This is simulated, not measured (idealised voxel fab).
The following process module bears the name voxel gate over fins.
It is cross-section cut that appears here, measuring 230 nm in width, its square cells being 5 nm in size.
Cross-section, as written here: a square-cell grid given band by band from the top down, where a band holds one or more rows of cells. Band entry format. Leading values: height of top, height of bottom, nm. Remainder: materials in left-to-right order, each with its width in nm. Special words: "throughout" on a single material, which then fills the band edge to edge; "empty", empty space. Where do heights start? At 0: under that level the wafer as delivered is made of one material only. And the lowest band has no floor; it just carries on downward, as in "0 -> down". The expression "30->40" gives the width at the extremes of the band, the first number at its top row of cells and the second at its bottom row, with the width changing by equal amounts from each row to the next in between. Step marked "no modification"? Then no cell in the cross-section changed in it. "Entrapped voids" enumerates empty spaces isolated from the top, with no open way to it, that contain at least 8 cells, giving each as width x height at distance from the left edge, all three in nm. What comes after the settings on a step's line is commentary from the simulator itself on that step. overlay nm: right-of-plan distance of the mask on a masked step; negative values mean left-of-plan.
Listed below are the process steps as planned
- 1: RECEIVE, material Si
- 2: CONFORMAL_DEP, material SiN, thk nm 5
- 3: MASKED_ETCH, tone cover, mask id FINS, width nm 15, pitch nm 45, etch materials SiN, depth nm 5, overlay nm 0
- 4: MASKED_ETCH, tone cover, mask id FINS, width nm 15, pitch nm 45, etch materials Si, depth nm 40, overlay nm 0
- 5: FILL_DEP, material SiO2, thk nm 5
- 6: CMP, height nm 5
- 7: SELECTIVE_ETCH, etch materials SiO2, depth nm 15
- 8: STRIP, etch materials SiN
- 9: CONFORMAL_DEP, material HfO2, thk nm 5
- 10: CONFORMAL_DEP, material TiN, thk nm 5
- 11: FILL_DEP, material W, thk nm 10
- 12: CMP, height nm 15
- 13: CONFORMAL_DEP, material SiCN, thk nm 5
First wafer out of two, processed as planned
As-received state of the wafer in cross-section, equivalent to post-step 1
    0 -> down: Si throughout
    Entrapped voids: none
The following cross-section depicts the wafer upon completion of step 2
    5 -> 0: SiN throughout
    All layers under 0 are left as they were.
The following cross-section depicts the wafer upon completion of step 3
    5 -> 0: 85 nm empty, then 15 nm SiN, then 30 nm empty, then 15 nm SiN, then 85 nm empty
    All layers under 0 are left as they were.
The following cross-section depicts the wafer upon completion of step 4
    5 -> 0: 85 nm empty, then 15 nm SiN, then 30 nm empty, then 15 nm SiN, then 85 nm empty
    0 -> -40: 85 nm empty, then 15 nm Si, then 30 nm empty, then 15 nm Si, then 85 nm empty
    All layers under -40 are left as they were.
The following cross-section depicts the wafer upon completion of step 5
    10 -> 5: SiO2 throughout
    5 -> 0: 85 nm SiO2, then 15 nm SiN, then 30 nm SiO2, then 15 nm SiN, then 85 nm SiO2
    0 -> -40: 85 nm SiO2, then 15 nm Si, then 30 nm SiO2, then 15 nm Si, then 85 nm SiO2
    All layers under -40 are left as they were.
The following cross-section depicts the wafer upon completion of step 6
    5 -> 0: 85 nm SiO2, then 15 nm SiN, then 30 nm SiO2, then 15 nm SiN, then 85 nm SiO2
    All layers under 0 are left as they were.
The following cross-section depicts the wafer upon completion of step 7
    5 -> 0: 85 nm empty, then 15 nm SiN, then 30 nm empty, then 15 nm SiN, then 85 nm empty
    0 -> -10: 85 nm empty, then 15 nm Si, then 30 nm empty, then 15 nm Si, then 85 nm empty
    All layers under -10 are left as they were.
The following cross-section depicts the wafer upon completion of step 8
    0 -> -10: 85 nm empty, then 15 nm Si, then 30 nm empty, then 15 nm Si, then 85 nm empty
    All layers under -10 are left as they were.
The following cross-section depicts the wafer upon completion of step 9
    5 -> 0: 80 nm empty, then 25 nm HfO2, then 20 nm empty, then 25 nm HfO2, then 80 nm empty
    0 -> -5: 80 nm empty, then 5 nm HfO2, then 15 nm Si, then 5 nm HfO2, then 20 nm empty, then 5 nm HfO2, then 15 nm Si, then 5 nm HfO2, then 80 nm empty
    -5 -> -10: 85 nm HfO2, then 15 nm Si, then 30 nm HfO2, then 15 nm Si, then 85 nm HfO2
    All layers under -10 are left as they were.
The following cross-section depicts the wafer upon completion of step 10
    10 -> 5: 75 nm empty, then 35 nm TiN, then 10 nm empty, then 35 nm TiN, then 75 nm empty
    5 -> 0: 75 nm empty, then 5 nm TiN, then 25 nm HfO2, then 5 nm TiN, then 10 nm empty, then 5 nm TiN, then 25 nm HfO2, then 5 nm TiN, then 75 nm empty
    0 -> -5: 80 nm TiN, then 5 nm HfO2, then 15 nm Si, then 5 nm HfO2, then 20 nm TiN, then 5 nm HfO2, then 15 nm Si, then 5 nm HfO2, then 80 nm TiN
    All layers under -5 are left as they were.
The following cross-section depicts the wafer upon completion of step 11
    20 -> 10: W throughout
    10 -> 5: 75 nm W, then 35 nm TiN, then 10 nm W, then 35 nm TiN, then 75 nm W
    5 -> 0: 75 nm W, then 5 nm TiN, then 25 nm HfO2, then 5 nm TiN, then 10 nm W, then 5 nm TiN, then 25 nm HfO2, then 5 nm TiN, then 75 nm W
    All layers under 0 are left as they were.
The following cross-section depicts the wafer upon completion of step 12
    15 -> 10: W throughout
    All layers under 10 are left as they were.
The following cross-section depicts the wafer upon completion of step 13
    20 -> 15: SiCN throughout
    All layers under 15 are left as they were.
Second wafer - shared start and plan with the first - one error in running - same as the first up to step 8 inclusive
Here is the second wafer in cross-section at the point where step 9 of the plan should have been done: no modification
Here is the second wafer in cross-section at the point where step 10 of the plan should have been done
    5 -> 0: 80 nm empty, then 25 nm TiN, then 20 nm empty, then 25 nm TiN, then 80 nm empty
    0 -> -5: 80 nm empty, then 5 nm TiN, then 15 nm Si, then 5 nm TiN, then 20 nm empty, then 5 nm TiN, then 15 nm Si, then 5 nm TiN, then 80 nm empty
    -5 -> -10: 85 nm TiN, then 15 nm Si, then 30 nm TiN, then 15 nm Si, then 85 nm TiN
    All layers under -10 are left as they were.
Here is the second wafer in cross-section at the point where step 11 of the plan should have been done
    15 -> 5: W throughout
    5 -> 0: 80 nm W, then 25 nm TiN, then 20 nm W, then 25 nm TiN, then 80 nm W
    0 -> -5: 80 nm W, then 5 nm TiN, then 15 nm Si, then 5 nm TiN, then 20 nm W, then 5 nm TiN, then 15 nm Si, then 5 nm TiN, then 80 nm W
    All layers under -5 are left as they were.
Here is the second wafer in cross-section at the point where step 12 of the plan should have been done: no modification
Here is the second wafer in cross-section at the point where step 13 of the plan should have been done
    20 -> 15: SiCN throughout
    All layers under 15 are left as they were.
Heads up, the wafer didn't run the way we planned it: step 9 of the plan never got run, it was skipped over
at the end the second wafer has, in cells: HfO2 -54 | W +54
